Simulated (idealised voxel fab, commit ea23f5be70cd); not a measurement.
process module | voxel ribs on slabs
cross-section cut | 285 nm wide | cells 5 nm
A cross-section is a grid of square cells, given in bands from the top down. A band is one or more rows of cells.
Each band's line starts with the height of the band's top and of its bottom, in nm. Then come its materials from left to right, each with its width in nm. One material with "throughout" fills the band from edge to edge. "air" is empty space.
Height 0 is the level under which the wafer as received is all one material. The lowest band goes on downwards, as in "0 down".
A width such as "30 to 40" changes by the same amount from each row of cells to the next, from the band's top row to its bottom row.
"no change" after a step means that no cell of the cross-section changed.
closed voids: empty space of 8 cells or more with no open way to the top, each as width x height at its distance from the left edge, in nm
after a step's settings: what the simulator itself notes on the step
overlay nm, on a step with a mask: how far to the right of its planned place the mask lay; to the left if negative
plan
1 op RECEIVE | material Si
2 op DIRECTIONAL_DEP | material SiO2 | thk nm 30
3 op DIRECTIONAL_DEP | material SiN | thk nm 20
4 op MASKED_ETCH | tone cover | mask id RIB | width nm 25 | etch materials SiN | depth nm 15 | overlay nm 0
5 op PATTERN | tone cover | mask id SLAB | material resist | width nm 65 | thk nm 15 | overlay nm 0
6 op DIRECTIONAL_ETCH | etch materials SiN | depth nm 5
7 op STRIP | etch materials resist
8 op FILL_DEP | material SiO2 | thk nm 25
9 op CMP | height nm 70
10 op DIRECTIONAL_DEP | material TiN | thk nm 10
11 op DIRECTIONAL_DEP | material aC | thk nm 15
12 op PATTERN | tone cover | mask id HEATER | material resist | width nm 35 | thk nm 35 | overlay nm 0
13 op DIRECTIONAL_ETCH | etch materials aC | depth nm 15
14 op STRIP | etch materials resist
15 op DIRECTIONAL_ETCH | etch materials TiN | depth nm 10
16 op STRIP | etch materials aC
17 op CONFORMAL_DEP | material SiO2 | thk nm 5
first wafer, as planned
as received, after step 1
  0 down: Si throughout
  closed voids: none
after step 2
  30 to 0: SiO2 throughout
  below 0: unchanged
after step 3
  50 to 30: SiN throughout
  below 30: unchanged
after step 4
  50 to 35: air 130 | SiN 25 | air 130
  below 35: unchanged
after step 5
  65 to 50: air 110 | resist 65 | air 110
  50 to 35: air 110 | resist 20 | SiN 25 | resist 20 | air 110
  below 35: unchanged
after step 6
  65 to 50: air 110 | resist 65 | air 110
  50 to 35: air 110 | resist 20 | SiN 25 | resist 20 | air 110
  35 to 30: air 110 | SiN 65 | air 110
  below 30: unchanged
after step 7
  50 to 35: air 130 | SiN 25 | air 130
  below 35: unchanged
after step 8
  75 to 50: SiO2 throughout
  50 to 35: SiO2 130 | SiN 25 | SiO2 130
  35 to 30: SiO2 110 | SiN 65 | SiO2 110
  below 30: unchanged
after step 9
  70 to 50: SiO2 throughout
  below 50: unchanged
after step 10
  80 to 70: TiN throughout
  below 70: unchanged
after step 11
  95 to 80: aC throughout
  below 80: unchanged
after step 12
  130 to 95: air 125 | resist 35 | air 125
  below 95: unchanged
after step 13
  115 to 95: air 125 | resist 35 | air 125
  95 to 80: air 125 | aC 35 | air 125
  below 80: unchanged
after step 14
  95 to 80: air 125 | aC 35 | air 125
  below 80: unchanged
after step 15
  95 to 80: air 125 | aC 35 | air 125
  80 to 70: air 125 | TiN 35 | air 125
  below 70: unchanged
after step 16
  80 to 70: air 125 | TiN 35 | air 125
  below 70: unchanged
after step 17
  85 to 80: air 120 | SiO2 45 | air 120
  80 to 75: air 120 | SiO2 5 | TiN 35 | SiO2 5 | air 120
  75 to 70: SiO2 125 | TiN 35 | SiO2 125
  below 70: unchanged
second wafer: like start, like plan, one mistake. Through step 15 it matches the first wafer
when step 16 should have ended
  0 down: Si throughout
when step 17 should have ended
  5 to 0: SiO2 throughout
  below 0: unchanged
what went wrong: step 16 ran as: op STRIP | etch materials SiO2
at the end the second wafer has, in cells: 28 fewer of SiN | 774 fewer of SiO2 | 14 fewer of TiN
